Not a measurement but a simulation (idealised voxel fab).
process module | voxel double patterning
cross-section cut | 225 nm wide | cells 5 nm
A cross-section is a grid of square cells, given in bands from the top down. A band is one or more rows of cells.
Each band's line starts with the height of the band's top and of its bottom, in nm. Then come its materials from left to right, each with its width in nm. One material with "throughout" fills the band from edge to edge. "air" is empty space.
Height 0 is the level under which the wafer as received is all one material. The lowest band goes on downwards, as in "0 down".
A width such as "30 to 40" changes by the same amount from each row of cells to the next, from the band's top row to its bottom row.
"no change" after a step means that no cell of the cross-section changed.
closed voids: empty space of 8 cells or more with no open way to the top, each as width x height at its distance from the left edge, in nm
after a step's settings: what the simulator itself notes on the step
overlay nm, on a step with a mask: how far to the right of its planned place the mask lay; to the left if negative
plan
1 op RECEIVE | material Si
2 op CONFORMAL_DEP | material SiN | thk nm 5
3 op DIRECTIONAL_DEP | material SiO2 | thk nm 15
4 op DIRECTIONAL_DEP | material SiCN | thk nm 10
5 op PATTERN | tone open | mask id FIRST | material resist | width nm 15 | pitch nm 50 | thk nm 15 | overlay nm 0
6 op DIRECTIONAL_ETCH | etch materials SiCN | depth nm 10
7 op STRIP | etch materials resist
8 op MASKED_ETCH | tone open | mask id SECOND | width nm 15 | pitch nm 50 | etch materials SiCN | depth nm 10 | overlay nm 0
9 op DIRECTIONAL_ETCH | etch materials SiO2 | depth nm 15
10 op STRIP | etch materials SiCN
first wafer, as planned
as received, after step 1
  0 down: Si throughout
  closed voids: none
after step 2
  5 to 0: SiN throughout
  below 0: unchanged
after step 3
  20 to 5: SiO2 throughout
  below 5: unchanged
after step 4
  30 to 20: SiCN throughout
  below 20: unchanged
after step 5
  45 to 30: resist 55 | air 15 | resist 35 | air 15 | resist 35 | air 15 | resist 55
  below 30: unchanged
after step 6
  45 to 30: resist 55 | air 15 | resist 35 | air 15 | resist 35 | air 15 | resist 55
  30 to 20: SiCN 55 | air 15 | SiCN 35 | air 15 | SiCN 35 | air 15 | SiCN 55
  below 20: unchanged
after step 7
  30 to 20: SiCN 55 | air 15 | SiCN 35 | air 15 | SiCN 35 | air 15 | SiCN 55
  below 20: unchanged
after step 8
  30 to 20: SiCN 55 | air 15 | SiCN 10 | air 15 | SiCN 10 | air 15 | SiCN 10 | air 15 | SiCN 10 | air 15 | SiCN 55
  below 20: unchanged
after step 9
  30 to 20: SiCN 55 | air 15 | SiCN 10 | air 15 | SiCN 10 | air 15 | SiCN 10 | air 15 | SiCN 10 | air 15 | SiCN 55
  20 to 5: SiO2 55 | air 15 | SiO2 10 | air 15 | SiO2 10 | air 15 | SiO2 10 | air 15 | SiO2 10 | air 15 | SiO2 55
  below 5: unchanged
after step 10
  20 to 5: SiO2 55 | air 15 | SiO2 10 | air 15 | SiO2 10 | air 15 | SiO2 10 | air 15 | SiO2 10 | air 15 | SiO2 55
  below 5: unchanged
second wafer: like start, like plan, one mistake. Through step 4 it matches the first wafer
when step 5 should have ended
  45 to 30: resist 65 | air 15 | resist 35 | air 15 | resist 35 | air 15 | resist 45
  below 30: unchanged
when step 6 should have ended
  45 to 30: resist 65 | air 15 | resist 35 | air 15 | resist 35 | air 15 | resist 45
  30 to 20: SiCN 65 | air 15 | SiCN 35 | air 15 | SiCN 35 | air 15 | SiCN 45
  below 20: unchanged
when step 7 should have ended
  30 to 20: SiCN 65 | air 15 | SiCN 35 | air 15 | SiCN 35 | air 15 | SiCN 45
  below 20: unchanged
when step 8 should have ended
  30 to 20: SiCN 65 | air 30 | SiCN 20 | air 30 | SiCN 20 | air 15 | SiCN 45
  below 20: unchanged
when step 9 should have ended
  30 to 20: SiCN 65 | air 30 | SiCN 20 | air 30 | SiCN 20 | air 15 | SiCN 45
  20 to 5: SiO2 65 | air 30 | SiO2 20 | air 30 | SiO2 20 | air 15 | SiO2 45
  below 5: unchanged
when step 10 should have ended
  20 to 5: SiO2 65 | air 30 | SiO2 20 | air 30 | SiO2 20 | air 15 | SiO2 45
  below 5: unchanged
what went wrong: step 5 ran as: op PATTERN | tone open | mask id FIRST | material resist | width nm 15 | pitch nm 50 | thk nm 15 | overlay nm 10
at the end the second wafer has, in cells: as many of each material as the first, in other places
